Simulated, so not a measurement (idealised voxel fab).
Documented hereafter: the process module known as voxel self aligned vias.
We display cut, a cross-section 215 nm in width whose square cells are each 5 nm.
Notation: cross-section as square-cell grid; stated in bands, top first, going down; one or more cell rows per band. In this notation a band is specified by the heights of its top and bottom, in that order and in nm, after which its materials appear from left to right, each paired with its width in nm. The word "full width" attached to a single material means that material fills the band from edge to edge; the word "air" stands for empty space. A quick word on heights: they are counted from 0, and under that level the wafer as it came to us is one material throughout. The lowest band is different from the rest in having no bottom; it simply continues downward, written as in "0 -> down". A width given as "30->40" starts at the first number in the band's top row and ends at the second number in its bottom row, shifting by an equal amount at every step from row to row. Step marked "nothing altered"? Then no cell in the cross-section changed in it. "Enclosed cavity list" contains a list of empty spaces, each no smaller than 8 cells and without an open way to the top, written in the form width x height at distance with the distance from the left edge and all three in nm. On each step's line, the part that comes after the settings is the simulator's own comment on the step. On any step carrying a mask, the "overlay nm" setting, if present on the step's line, tells how far right of its planned place the mask lay; negative values point to the left.
## List of planned process steps
1 RECEIVE, material Si
2 CONFORMAL_DEP, material SiO2, thk nm 10
3 CONFORMAL_DEP, material SiCN, thk nm 5
4 DIRECTIONAL_DEP, material SiO2, thk nm 20
5 MASKED_ETCH, tone open, mask id LINES, width nm 20, pitch nm 45, etch materials SiO2, depth nm 20, overlay nm 0
6 CONFORMAL_DEP, material TiN, thk nm 5
7 FILL_DEP, material Ru, thk nm 10
8 CMP, height nm 35
9 SELECTIVE_ETCH, etch materials W Ru TiN, depth nm 5
10 FILL_DEP, material SiN, thk nm 5
11 CMP, height nm 35
12 DIRECTIONAL_DEP, material SiO2, thk nm 15
13 DIRECTIONAL_DEP, material aC, thk nm 15
14 PATTERN, tone open, mask id VIAS, material resist, width nm 30, thk nm 35, overlay nm 0
15 DIRECTIONAL_ETCH, etch materials aC, depth nm 15
16 STRIP, etch materials resist
17 DIRECTIONAL_ETCH, etch materials SiO2, depth nm 15
18 DIRECTIONAL_ETCH, etch materials SiN, depth nm 5
19 STRIP, etch materials aC
20 CONFORMAL_DEP, material TiN, thk nm 5
21 FILL_DEP, material W, thk nm 10
22 CMP, height nm 50
23 CONFORMAL_DEP, material SiN, thk nm 5
## as received, after step 1
    0 -> down: Si full width
    Enclosed cavity list: none
## Same starting wafer, same plan as above, one mistake in the execution; this is the cross-section at the end of the module
    55 -> 50: SiN full width
    50 -> 35: SiO2: 70, then TiN: 5, then W: 20, then TiN: 5, then SiO2: 115
    35 -> 30: SiO2: 70, then TiN: 30, then SiO2: 20, then SiN: 20, then SiO2: 75
    30 -> 20: SiO2: 70, then TiN: 10, then Ru: 10, then TiN: 10, then SiO2: 20, then TiN: 5, then Ru: 10, then TiN: 5, then SiO2: 75
    20 -> 15: SiO2: 75, then TiN: 20, then SiO2: 25, then TiN: 20, then SiO2: 75
    15 -> 10: SiCN full width
    10 -> 0: SiO2 full width
    0 -> down: Si full width
    Enclosed cavity list: none
Where did the run depart from the plan? step 17, plan: ran twice
